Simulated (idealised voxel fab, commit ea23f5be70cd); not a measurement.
Herein follows the process module entitled voxel capacitor over wiring.
The cross-section shown here is cut; it is 270 nm wide and divided into square cells measuring 5 nm on a side.
In what follows, cross-sections appear as grids of square cells, described through bands that run from the top down, where every band is one or more rows of cells.
First you get the band's top height and its bottom height, in nm, and then the materials it's made of, left to right, with each width in nm. If you see a single material with "edge to edge", that one covers the band edge to edge. "air" is empty space.
Heights from 0 (as-received wafer is one material below). Bottom band endless downward, as "z 0 and below".
The width entry "30..40" should be interpreted row by row: the top row of cells in the band takes the first number, the bottom row takes the second number, and the change between adjacent rows is uniform throughout.
Take "identical to before" at face value: in the step it is given for, the cross-section changed in none of its cells.
Empty spaces without an open route to the top, at least 8 cells in extent, make up the entry "Closed-off voids"; each is given as width x height at distance, where the distance is measured from the left edge, and all are in nm.
Note: text after step settings on the step line = simulator remark on that step.
Regarding "overlay nm": on a step with a mask, it is the distance the mask lay to the right of its planned place; a negative value places it to the left.

INTENDED PROCESS STEPS
1 RECEIVE,material Si
2 CONFORMAL_DEP,material SiO2,thk nm 10
3 DIRECTIONAL_DEP,material TiN,thk nm 5
4 DIRECTIONAL_DEP,material W,thk nm 15
5 MASKED_ETCH,tone cover,mask id METAL_1,width nm 25,pitch nm 95,etch materials W,depth nm 15,overlay nm 0
6 MASKED_ETCH,tone cover,mask id METAL_1,width nm 25,pitch nm 95,etch materials TiN,depth nm 5,overlay nm 0
7 CONFORMAL_DEP,material SiCN,thk nm 5
8 FILL_DEP,material lowk,thk nm 10
9 CMP,height nm 30
10 CONFORMAL_DEP,material SiCN,thk nm 5
11 DIRECTIONAL_DEP,material SiO2,thk nm 10
12 DIRECTIONAL_DEP,material aC,thk nm 15
13 PATTERN,tone open,mask id PLUG_1,material resist,width nm 15,thk nm 30,overlay nm 0
14 DIRECTIONAL_ETCH,etch materials aC,depth nm 15
15 STRIP,etch materials resist
16 DIRECTIONAL_ETCH,etch materials SiO2,depth nm 10
17 DIRECTIONAL_ETCH,etch materials SiCN,depth nm 5
18 STRIP,etch materials aC
19 EPI,material Ru,thk nm 10
20 EPI,material Ru,thk nm 5
21 DIRECTIONAL_DEP,material TiN,thk nm 10
22 DIRECTIONAL_DEP,material HfO2,thk nm 5
23 DIRECTIONAL_DEP,material TiN,thk nm 5
24 MASKED_ETCH,tone cover,mask id UPPER_PLATE,width nm 75,etch materials TiN,depth nm 5,overlay nm 0
25 MASKED_ETCH,tone cover,mask id UPPER_PLATE,width nm 75,etch materials HfO2,depth nm 5,overlay nm 0
26 DIRECTIONAL_DEP,material aC,thk nm 10
27 PATTERN,tone cover,mask id LOWER_PLATE,material resist,width nm 85,thk nm 25,overlay nm 0
28 DIRECTIONAL_ETCH,etch materials aC,depth nm 10
29 STRIP,etch materials resist
30 DIRECTIONAL_ETCH,etch materials TiN,depth nm 10
31 STRIP,etch materials aC
32 FILL_DEP,material SiO2,thk nm 20
33 CMP,height nm 80
34 PATTERN,tone open,mask id PLUG_2,material resist,width nm 15,thk nm 20,overlay nm 0
35 DIRECTIONAL_ETCH,etch materials SiO2,depth nm 15
36 STRIP,etch materials resist
37 CONFORMAL_DEP,material TiN,thk nm 5
38 FILL_DEP,material W,thk nm 10
39 CMP,height nm 80
40 CONFORMAL_DEP,material SiN,thk nm 5

THE FIRST OF THE TWO WAFERS, WHICH RAN AS PLANNED

CROSS-SECTION OF THE WAFER AT RECEIPT, WHICH IS THE CONDITION AFTER STEP 1
* z 0 and below | Si edge to edge
* Closed-off voids: none

SO THIS IS THE WAFER CROSS-SECTION RIGHT AFTER STEP 2
* z 10 to 0 | SiO2 edge to edge
* For the remainder of the cross-section, below 0, there is no change.

SO THIS IS THE WAFER CROSS-SECTION RIGHT AFTER STEP 3
* z 15 to 10 | TiN edge to edge
* For the remainder of the cross-section, below 10, there is no change.

SO THIS IS THE WAFER CROSS-SECTION RIGHT AFTER STEP 4
* z 30 to 15 | W edge to edge
* For the remainder of the cross-section, below 15, there is no change.

SO THIS IS THE WAFER CROSS-SECTION RIGHT AFTER STEP 5
* z 30 to 15 | air (75), W (25), air (70), W (25), air (75)
* For the remainder of the cross-section, below 15, there is no change.

SO THIS IS THE WAFER CROSS-SECTION RIGHT AFTER STEP 6
* z 30 to 15 | air (75), W (25), air (70), W (25), air (75)
* z 15 to 10 | air (75), TiN (25), air (70), TiN (25), air (75)
* For the remainder of the cross-section, below 10, there is no change.

SO THIS IS THE WAFER CROSS-SECTION RIGHT AFTER STEP 7
* z 35 to 30 | air (70), SiCN (35), air (60), SiCN (35), air (70)
* z 30 to 15 | air (70), SiCN (5), W (25), SiCN (5), air (60), SiCN (5), W (25), SiCN (5), air (70)
* z 15 to 10 | SiCN (75), TiN (25), SiCN (70), TiN (25), SiCN (75)
* For the remainder of the cross-section, below 10, there is no change.

SO THIS IS THE WAFER CROSS-SECTION RIGHT AFTER STEP 8
* z 45 to 35 | lowk edge to edge
* z 35 to 30 | lowk (70), SiCN (35), lowk (60), SiCN (35), lowk (70)
* z 30 to 15 | lowk (70), SiCN (5), W (25), SiCN (5), lowk (60), SiCN (5), W (25), SiCN (5), lowk (70)
* For the remainder of the cross-section, below 15, there is no change.

SO THIS IS THE WAFER CROSS-SECTION RIGHT AFTER STEP 9
* z 30 to 15 | lowk (70), SiCN (5), W (25), SiCN (5), lowk (60), SiCN (5), W (25), SiCN (5), lowk (70)
* For the remainder of the cross-section, below 15, there is no change.

SO THIS IS THE WAFER CROSS-SECTION RIGHT AFTER STEP 10
* z 35 to 30 | SiCN edge to edge
* For the remainder of the cross-section, below 30, there is no change.

SO THIS IS THE WAFER CROSS-SECTION RIGHT AFTER STEP 11
* z 45 to 35 | SiO2 edge to edge
* For the remainder of the cross-section, below 35, there is no change.

SO THIS IS THE WAFER CROSS-SECTION RIGHT AFTER STEP 12
* z 60 to 45 | aC edge to edge
* For the remainder of the cross-section, below 45, there is no change.

SO THIS IS THE WAFER CROSS-SECTION RIGHT AFTER STEP 13
* z 90 to 60 | resist (85), air (15), resist (170)
* For the remainder of the cross-section, below 60, there is no change.

SO THIS IS THE WAFER CROSS-SECTION RIGHT AFTER STEP 14
* z 75 to 60 | resist (85), air (15), resist (170)
* z 60 to 45 | aC (85), air (15), aC (170)
* For the remainder of the cross-section, below 45, there is no change.

SO THIS IS THE WAFER CROSS-SECTION RIGHT AFTER STEP 15
* z 60 to 45 | aC (85), air (15), aC (170)
* For the remainder of the cross-section, below 45, there is no change.

SO THIS IS THE WAFER CROSS-SECTION RIGHT AFTER STEP 16
* z 60 to 45 | aC (85), air (15), aC (170)
* z 45 to 35 | SiO2 (85), air (15), SiO2 (170)
* For the remainder of the cross-section, below 35, there is no change.

SO THIS IS THE WAFER CROSS-SECTION RIGHT AFTER STEP 17
* z 60 to 45 | aC (85), air (15), aC (170)
* z 45 to 35 | SiO2 (85), air (15), SiO2 (170)
* z 35 to 30 | SiCN (85), air (15), SiCN (170)
* For the remainder of the cross-section, below 30, there is no change.

SO THIS IS THE WAFER CROSS-SECTION RIGHT AFTER STEP 18
* z 45 to 35 | SiO2 (85), air (15), SiO2 (170)
* For the remainder of the cross-section, below 35, there is no change.

SO THIS IS THE WAFER CROSS-SECTION RIGHT AFTER STEP 19
* z 45 to 40 | SiO2 (85), air (15), SiO2 (170)
* z 40 to 35 | SiO2 (85), Ru (15), SiO2 (170)
* z 35 to 30 | SiCN (85), Ru (15), SiCN (170)
* For the remainder of the cross-section, below 30, there is no change.

SO THIS IS THE WAFER CROSS-SECTION RIGHT AFTER STEP 20
* z 45 to 35 | SiO2 (85), Ru (15), SiO2 (170)
* For the remainder of the cross-section, below 35, there is no change.

SO THIS IS THE WAFER CROSS-SECTION RIGHT AFTER STEP 21
* z 55 to 45 | TiN edge to edge
* For the remainder of the cross-section, below 45, there is no change.

SO THIS IS THE WAFER CROSS-SECTION RIGHT AFTER STEP 22
* z 60 to 55 | HfO2 edge to edge
* For the remainder of the cross-section, below 55, there is no change.

SO THIS IS THE WAFER CROSS-SECTION RIGHT AFTER STEP 23
* z 65 to 60 | TiN edge to edge
* For the remainder of the cross-section, below 60, there is no change.

SO THIS IS THE WAFER CROSS-SECTION RIGHT AFTER STEP 24
* z 65 to 60 | air (85), TiN (75), air (110)
* For the remainder of the cross-section, below 60, there is no change.

SO THIS IS THE WAFER CROSS-SECTION RIGHT AFTER STEP 25
* z 65 to 60 | air (85), TiN (75), air (110)
* z 60 to 55 | air (85), HfO2 (75), air (110)
* For the remainder of the cross-section, below 55, there is no change.

SO THIS IS THE WAFER CROSS-SECTION RIGHT AFTER STEP 26
* z 75 to 65 | air (85), aC (75), air (110)
* z 65 to 60 | aC (85), TiN (75), aC (110)
* z 60 to 55 | aC (85), HfO2 (75), aC (110)
* For the remainder of the cross-section, below 55, there is no change.

SO THIS IS THE WAFER CROSS-SECTION RIGHT AFTER STEP 27
* z 100 to 75 | air (80), resist (85), air (105)
* z 75 to 65 | air (80), resist (5), aC (75), resist (5), air (105)
* For the remainder of the cross-section, below 65, there is no change.

SO THIS IS THE WAFER CROSS-SECTION RIGHT AFTER STEP 28
* z 90 to 75 | air (80), resist (85), air (105)
* z 75 to 65 | air (80), resist (5), aC (75), resist (5), air (105)
* z 65 to 60 | air (80), aC (5), TiN (75), aC (5), air (105)
* z 60 to 55 | air (80), aC (5), HfO2 (75), aC (5), air (105)
* For the remainder of the cross-section, below 55, there is no change.

SO THIS IS THE WAFER CROSS-SECTION RIGHT AFTER STEP 29
* z 75 to 65 | air (85), aC (75), air (110)
* For the remainder of the cross-section, below 65, there is no change.

SO THIS IS THE WAFER CROSS-SECTION RIGHT AFTER STEP 30
* z 75 to 65 | air (85), aC (75), air (110)
* z 65 to 60 | air (80), aC (5), TiN (75), aC (5), air (105)
* z 60 to 55 | air (80), aC (5), HfO2 (75), aC (5), air (105)
* z 55 to 45 | air (80), TiN (85), air (105)
* For the remainder of the cross-section, below 45, there is no change.

SO THIS IS THE WAFER CROSS-SECTION RIGHT AFTER STEP 31
* z 65 to 60 | air (85), TiN (75), air (110)
* z 60 to 55 | air (85), HfO2 (75), air (110)
* For the remainder of the cross-section, below 55, there is no change.

SO THIS IS THE WAFER CROSS-SECTION RIGHT AFTER STEP 32
* z 85 to 65 | SiO2 edge to edge
* z 65 to 60 | SiO2 (85), TiN (75), SiO2 (110)
* z 60 to 55 | SiO2 (85), HfO2 (75), SiO2 (110)
* z 55 to 45 | SiO2 (80), TiN (85), SiO2 (105)
* For the remainder of the cross-section, below 45, there is no change.

SO THIS IS THE WAFER CROSS-SECTION RIGHT AFTER STEP 33
* z 80 to 65 | SiO2 edge to edge
* For the remainder of the cross-section, below 65, there is no change.

SO THIS IS THE WAFER CROSS-SECTION RIGHT AFTER STEP 34
* z 100 to 80 | resist (95), air (15), resist (160)
* For the remainder of the cross-section, below 80, there is no change.

SO THIS IS THE WAFER CROSS-SECTION RIGHT AFTER STEP 35
* z 100 to 80 | resist (95), air (15), resist (160)
* z 80 to 65 | SiO2 (95), air (15), SiO2 (160)
* For the remainder of the cross-section, below 65, there is no change.

SO THIS IS THE WAFER CROSS-SECTION RIGHT AFTER STEP 36
* z 80 to 65 | SiO2 (95), air (15), SiO2 (160)
* For the remainder of the cross-section, below 65, there is no change.

SO THIS IS THE WAFER CROSS-SECTION RIGHT AFTER STEP 37
* z 85 to 80 | TiN (100), air (5), TiN (165)
* z 80 to 70 | SiO2 (95), TiN (5), air (5), TiN (5), SiO2 (160)
* z 70 to 60 | SiO2 (95..85), TiN (15..75), SiO2 (160..110)
* For the remainder of the cross-section, below 60, there is no change.

SO THIS IS THE WAFER CROSS-SECTION RIGHT AFTER STEP 38
* z 95 to 85 | W edge to edge
* z 85 to 80 | TiN (100), W (5), TiN (165)
* z 80 to 70 | SiO2 (95), TiN (5), W (5), TiN (5), SiO2 (160)
* For the remainder of the cross-section, below 70, there is no change.

SO THIS IS THE WAFER CROSS-SECTION RIGHT AFTER STEP 39
* z 80 to 70 | SiO2 (95), TiN (5), W (5), TiN (5), SiO2 (160)
* For the remainder of the cross-section, below 70, there is no change.

SO THIS IS THE WAFER CROSS-SECTION RIGHT AFTER STEP 40
* z 85 to 80 | SiN edge to edge
* For the remainder of the cross-section, below 80, there is no change.

THE SECOND WAFER BEGAN EXACTLY AS THE FIRST DID AND FOLLOWED THE SAME PLAN, BUT ONE MISTAKE WAS MADE WHILE RUNNING IT; THROUGH STEP 26 INCLUSIVE, THE TWO WAFERS ARE IDENTICAL

CROSS-SECTIONAL REPRESENTATION OF THE SECOND WAFER AT THE TIME DESIGNATED IN THE PLAN FOR THE COMPLETION OF STEP 27
* z 100 to 75 | air (70), resist (85), air (115)
* z 75 to 65 | air (70), resist (15), aC (75), air (110)
* For the remainder of the cross-section, below 65, there is no change.

CROSS-SECTIONAL REPRESENTATION OF THE SECOND WAFER AT THE TIME DESIGNATED IN THE PLAN FOR THE COMPLETION OF STEP 28
* z 90 to 75 | air (70), resist (85), air (115)
* z 75 to 65 | air (70), resist (15), aC (70), air (115)
* z 65 to 60 | air (70), aC (15), TiN (75), air (110)
* z 60 to 55 | air (70), aC (15), HfO2 (75), air (110)
* For the remainder of the cross-section, below 55, there is no change.

CROSS-SECTIONAL REPRESENTATION OF THE SECOND WAFER AT THE TIME DESIGNATED IN THE PLAN FOR THE COMPLETION OF STEP 29
* z 75 to 65 | air (85), aC (70), air (115)
* For the remainder of the cross-section, below 65, there is no change.

CROSS-SECTIONAL REPRESENTATION OF THE SECOND WAFER AT THE TIME DESIGNATED IN THE PLAN FOR THE COMPLETION OF STEP 30
* z 75 to 65 | air (85), aC (70), air (115)
* z 65 to 60 | air (70), aC (15), TiN (70), air (115)
* z 60 to 55 | air (70), aC (15), HfO2 (75), air (110)
* z 55 to 45 | air (70), TiN (90), air (110)
* For the remainder of the cross-section, below 45, there is no change.

CROSS-SECTIONAL REPRESENTATION OF THE SECOND WAFER AT THE TIME DESIGNATED IN THE PLAN FOR THE COMPLETION OF STEP 31
* z 65 to 60 | air (85), TiN (70), air (115)
* z 60 to 55 | air (85), HfO2 (75), air (110)
* For the remainder of the cross-section, below 55, there is no change.

CROSS-SECTIONAL REPRESENTATION OF THE SECOND WAFER AT THE TIME DESIGNATED IN THE PLAN FOR THE COMPLETION OF STEP 32
* z 85 to 65 | SiO2 edge to edge
* z 65 to 60 | SiO2 (85), TiN (70), SiO2 (115)
* z 60 to 55 | SiO2 (85), HfO2 (75), SiO2 (110)
* z 55 to 45 | SiO2 (70), TiN (90), SiO2 (110)
* For the remainder of the cross-section, below 45, there is no change.

CROSS-SECTIONAL REPRESENTATION OF THE SECOND WAFER AT THE TIME DESIGNATED IN THE PLAN FOR THE COMPLETION OF STEP 33
* z 80 to 65 | SiO2 edge to edge
* For the remainder of the cross-section, below 65, there is no change.

CROSS-SECTIONAL REPRESENTATION OF THE SECOND WAFER AT THE TIME DESIGNATED IN THE PLAN FOR THE COMPLETION OF STEP 34
* z 100 to 80 | resist (95), air (15), resist (160)
* For the remainder of the cross-section, below 80, there is no change.

CROSS-SECTIONAL REPRESENTATION OF THE SECOND WAFER AT THE TIME DESIGNATED IN THE PLAN FOR THE COMPLETION OF STEP 35
* z 100 to 80 | resist (95), air (15), resist (160)
* z 80 to 65 | SiO2 (95), air (15), SiO2 (160)
* For the remainder of the cross-section, below 65, there is no change.

CROSS-SECTIONAL REPRESENTATION OF THE SECOND WAFER AT THE TIME DESIGNATED IN THE PLAN FOR THE COMPLETION OF STEP 36
* z 80 to 65 | SiO2 (95), air (15), SiO2 (160)
* For the remainder of the cross-section, below 65, there is no change.

CROSS-SECTIONAL REPRESENTATION OF THE SECOND WAFER AT THE TIME DESIGNATED IN THE PLAN FOR THE COMPLETION OF STEP 37
* z 85 to 80 | TiN (100), air (5), TiN (165)
* z 80 to 70 | SiO2 (95), TiN (5), air (5), TiN (5), SiO2 (160)
* z 70 to 60 | SiO2 (95..85), TiN (15..70), SiO2 (160..115)
* For the remainder of the cross-section, below 60, there is no change.

CROSS-SECTIONAL REPRESENTATION OF THE SECOND WAFER AT THE TIME DESIGNATED IN THE PLAN FOR THE COMPLETION OF STEP 38
* z 95 to 85 | W edge to edge
* z 85 to 80 | TiN (100), W (5), TiN (165)
* z 80 to 70 | SiO2 (95), TiN (5), W (5), TiN (5), SiO2 (160)
* For the remainder of the cross-section, below 70, there is no change.

CROSS-SECTIONAL REPRESENTATION OF THE SECOND WAFER AT THE TIME DESIGNATED IN THE PLAN FOR THE COMPLETION OF STEP 39
* z 80 to 70 | SiO2 (95), TiN (5), W (5), TiN (5), SiO2 (160)
* For the remainder of the cross-section, below 70, there is no change.

CROSS-SECTIONAL REPRESENTATION OF THE SECOND WAFER AT THE TIME DESIGNATED IN THE PLAN FOR THE COMPLETION OF STEP 40
* z 85 to 80 | SiN edge to edge
* For the remainder of the cross-section, below 80, there is no change.
It is concluded that the wafer was processed incorrectly with respect to the plan, in that step 27 off recipe, ran as PATTERN,tone cover,mask id LOWER_PLATE,material resist,width nm 85,thk nm 25,overlay nm -10
Upon completion, the second wafer contains, in terms of cells, a greater or smaller amount of certain materials than the first wafer: -1 SiO2, +1 TiN
